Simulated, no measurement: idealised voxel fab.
process module | voxel ribs on slabs
cross-section cut | 275 nm wide | cells 5 nm
A cross-section is a grid of square cells, given in bands from the top down. A band is one or more rows of cells.
Each band's line starts with the height of the band's top and of its bottom, in nm. Then come its materials from left to right, each with its width in nm. One material with "throughout" fills the band from edge to edge. "air" is empty space.
Height 0 is the level under which the wafer as received is all one material. The lowest band goes on downwards, as in "0 down".
A width such as "30 to 40" changes by the same amount from each row of cells to the next, from the band's top row to its bottom row.
"no change" after a step means that no cell of the cross-section changed.
closed voids: empty space of 8 cells or more with no open way to the top, each as width x height at its distance from the left edge, in nm
after a step's settings: what the simulator itself notes on the step
overlay nm, on a step with a mask: how far to the right of its planned place the mask lay; to the left if negative
plan
1 op RECEIVE | material Si
2 op DIRECTIONAL_DEP | material SiO2 | thk nm 30
3 op DIRECTIONAL_DEP | material SiN | thk nm 20
4 op DIRECTIONAL_DEP | material aC | thk nm 15
5 op PATTERN | tone cover | mask id RIB | material resist | width nm 30 | thk nm 35 | overlay nm 0
6 op DIRECTIONAL_ETCH | etch materials aC | depth nm 15
7 op STRIP | etch materials resist
8 op DIRECTIONAL_ETCH | etch materials SiN | depth nm 5
9 op STRIP | etch materials aC
10 op DIRECTIONAL_DEP | material aC | thk nm 10
11 op PATTERN | tone cover | mask id SLAB | material resist | width nm 80 | thk nm 30 | overlay nm 0
12 op DIRECTIONAL_ETCH | etch materials aC | depth nm 10
13 op STRIP | etch materials resist
14 op DIRECTIONAL_ETCH | etch materials SiN | depth nm 15
15 op STRIP | etch materials aC
16 op FILL_DEP | material SiO2 | thk nm 25
17 op CMP | height nm 65
18 op DIRECTIONAL_DEP | material TiN | thk nm 5
19 op PATTERN | tone cover | mask id HEATER | material resist | width nm 40 | thk nm 20 | overlay nm 0
20 op DIRECTIONAL_ETCH | etch materials TiN | depth nm 5
21 op STRIP | etch materials resist
22 op CONFORMAL_DEP | material SiO2 | thk nm 10
first wafer, as planned
as received, after step 1
  0 down: Si throughout
  closed voids: none
after step 2
  30 to 0: SiO2 throughout
  below 0: unchanged
after step 3
  50 to 30: SiN throughout
  below 30: unchanged
after step 4
  65 to 50: aC throughout
  below 50: unchanged
after step 5
  100 to 65: air 120 | resist 30 | air 125
  below 65: unchanged
after step 6
  85 to 65: air 120 | resist 30 | air 125
  65 to 50: air 120 | aC 30 | air 125
  below 50: unchanged
after step 7
  65 to 50: air 120 | aC 30 | air 125
  below 50: unchanged
after step 8
  65 to 50: air 120 | aC 30 | air 125
  50 to 45: air 120 | SiN 30 | air 125
  below 45: unchanged
after step 9
  50 to 45: air 120 | SiN 30 | air 125
  below 45: unchanged
after step 10
  60 to 55: air 120 | aC 30 | air 125
  55 to 50: aC throughout
  50 to 45: aC 120 | SiN 30 | aC 125
  below 45: unchanged
after step 11
  90 to 60: air 95 | resist 80 | air 100
  60 to 55: air 95 | resist 25 | aC 30 | resist 25 | air 100
  below 55: unchanged
after step 12
  80 to 60: air 95 | resist 80 | air 100
  60 to 55: air 95 | resist 25 | aC 30 | resist 25 | air 100
  55 to 50: air 95 | aC 80 | air 100
  50 to 45: air 95 | aC 25 | SiN 30 | aC 25 | air 100
  below 45: unchanged
after step 13
  60 to 50: air 120 to 95 | aC 30 to 80 | air 125 to 100
  below 50: unchanged
after step 14
  60 to 50: air 120 to 95 | aC 30 to 80 | air 125 to 100
  50 to 45: air 95 | aC 25 | SiN 30 | aC 25 | air 100
  45 to 30: air 95 | SiN 80 | air 100
  below 30: unchanged
after step 15
  50 to 45: air 120 | SiN 30 | air 125
  below 45: unchanged
after step 16
  75 to 50: SiO2 throughout
  50 to 45: SiO2 120 | SiN 30 | SiO2 125
  45 to 30: SiO2 95 | SiN 80 | SiO2 100
  below 30: unchanged
after step 17
  65 to 50: SiO2 throughout
  below 50: unchanged
after step 18
  70 to 65: TiN throughout
  below 65: unchanged
after step 19
  90 to 70: air 115 | resist 40 | air 120
  below 70: unchanged
after step 20
  90 to 70: air 115 | resist 40 | air 120
  70 to 65: air 115 | TiN 40 | air 120
  below 65: unchanged
after step 21
  70 to 65: air 115 | TiN 40 | air 120
  below 65: unchanged
after step 22
  80 to 75: air 105 | SiO2 60 | air 110
  75 to 70: SiO2 throughout
  70 to 65: SiO2 115 | TiN 40 | SiO2 120
  below 65: unchanged
second wafer: like start, like plan, one mistake. Through step 1 it matches the first wafer
when step 2 should have ended
  20 to 0: SiN throughout
  below 0: unchanged
when step 3 should have ended
  50 to 20: SiO2 throughout
  below 20: unchanged
when step 4 should have ended
  65 to 50: aC throughout
  below 50: unchanged
when step 5 should have ended
  100 to 65: air 120 | resist 30 | air 125
  below 65: unchanged
when step 6 should have ended
  85 to 65: air 120 | resist 30 | air 125
  65 to 50: air 120 | aC 30 | air 125
  below 50: unchanged
when step 7 should have ended
  65 to 50: air 120 | aC 30 | air 125
  below 50: unchanged
when step 8 should have ended: no change
when step 9 should have ended
  50 to 20: SiO2 throughout
  below 20: unchanged
when step 10 should have ended
  60 to 50: aC throughout
  below 50: unchanged
when step 11 should have ended
  90 to 60: air 95 | resist 80 | air 100
  below 60: unchanged
when step 12 should have ended
  80 to 60: air 95 | resist 80 | air 100
  60 to 50: air 95 | aC 80 | air 100
  below 50: unchanged
when step 13 should have ended
  60 to 50: air 95 | aC 80 | air 100
  below 50: unchanged
when step 14 should have ended: no change
when step 15 should have ended
  50 to 20: SiO2 throughout
  below 20: unchanged
when step 16 should have ended
  75 to 20: SiO2 throughout
  below 20: unchanged
when step 17 should have ended
  65 to 20: SiO2 throughout
  below 20: unchanged
when step 18 should have ended
  70 to 65: TiN throughout
  below 65: unchanged
when step 19 should have ended
  90 to 70: air 115 | resist 40 | air 120
  below 70: unchanged
when step 20 should have ended
  90 to 70: air 115 | resist 40 | air 120
  70 to 65: air 115 | TiN 40 | air 120
  below 65: unchanged
when step 21 should have ended
  70 to 65: air 115 | TiN 40 | air 120
  below 65: unchanged
when step 22 should have ended
  80 to 75: air 105 | SiO2 60 | air 110
  75 to 70: SiO2 throughout
  70 to 65: SiO2 115 | TiN 40 | SiO2 120
  below 65: unchanged
what went wrong: steps 2 and 3 were swapped
at the end the second wafer has, in cells: 166 more of SiN | 166 fewer of SiO2
